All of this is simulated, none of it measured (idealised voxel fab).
The following process module bears the name voxel lift off.
175 nm wide, 5 nm square cells: that's cross-section cut.
Cross-section format: a grid of square cells, given as bands from top to bottom; each band is one or more rows of cells. The entry gives the band's vertical extent as a top height and a bottom height in nm, then its horizontal make-up as materials from left to right, each with a width in nm. "air" stands for empty space; a single material marked "throughout" fills the band edge to edge. Measure heights from 0. That's the level where, below it, the as-received wafer is all one material. The lowest band is bottomless and extends downward; write it as in "0..down". Graded width ("30 to 40"): value in top row of band = first number; value in bottom row = second number; row-to-row change constant. What does "no change occurred" mean for a step? It means no cell of the cross-section changed in that step. Under "Closed cavity list" you'll find the enclosed gaps, the ones with no way out to the top, that are 8 cells or bigger; each reads width x height at distance, with distance counted from the left edge, everything in nm. It should be noted that, on the line of a given step, the content following the step's settings is a remark produced by the simulator itself with respect to that step. overlay nm: right-of-plan distance of the mask on a masked step; negative values mean left-of-plan.
Here's what the planned process steps look like
- 1: op RECEIVE | material Si
- 2: op CONFORMAL_DEP | material SiN | thk nm 15
- 3: op PATTERN | tone open | mask id LINES | material resist | width nm 15 | pitch nm 35 | thk nm 25 | overlay nm 0
- 4: op DIRECTIONAL_DEP | material Ru | thk nm 10
- 5: op STRIP | etch materials resist
- 6: op CONFORMAL_DEP | material SiCN | thk nm 5
Heads up: all these wafers start the same, and what changes between them is the thk nm in step 6. The value you see in the plan is just what the first wafer got.
Received condition of the first of several wafers, sectioned: post-step 1
    0..down = Si throughout
    Closed cavity list: none
The figure below presents a cross-section of the first of several wafers at the conclusion of the module, following its last step, step 6
    30..25 = air=20; SiCN=25; air=10; SiCN=25; air=10; SiCN=25; air=10; SiCN=25; air=25
    25..20 = air=20; SiCN=5; Ru=15; SiCN=5; air=10; SiCN=5; Ru=15; SiCN=5; air=10; SiCN=5; Ru=15; SiCN=5; air=10; SiCN=5; Ru=15; SiCN=5; air=25
    20..15 = SiCN=25; Ru=15; SiCN=20; Ru=15; SiCN=20; Ru=15; SiCN=20; Ru=15; SiCN=30
    15..0 = SiN throughout
    0..down = Si throughout
    Closed cavity list: none
Showing the last wafer in cross-section at the end of the module
    50..40 = SiCN=170; air=5
    40..25 = SiCN throughout
    25..15 = SiCN=25; Ru=15; SiCN=20; Ru=15; SiCN=20; Ru=15; SiCN=20; Ru=15; SiCN=30
    15..0 = SiN throughout
    0..down = Si throughout
    Closed cavity list: none
Where each wafer stands at the end of the module, a row apiece: cells of each material gained (+) or lost (-) since it was received, then closed voids
thk nm 5, +24 Ru, +51 SiCN, +105 SiN, Closed cavity list: none
thk nm 10, +24 Ru, +102 SiCN, +105 SiN, Closed cavity list: none
thk nm 15, +24 Ru, +141 SiCN, +105 SiN, Closed cavity list: none
thk nm 20, +24 Ru, +180 SiCN, +105 SiN, Closed cavity list: none
thk nm 25, +24 Ru, +219 SiCN, +105 SiN, Closed cavity list: none
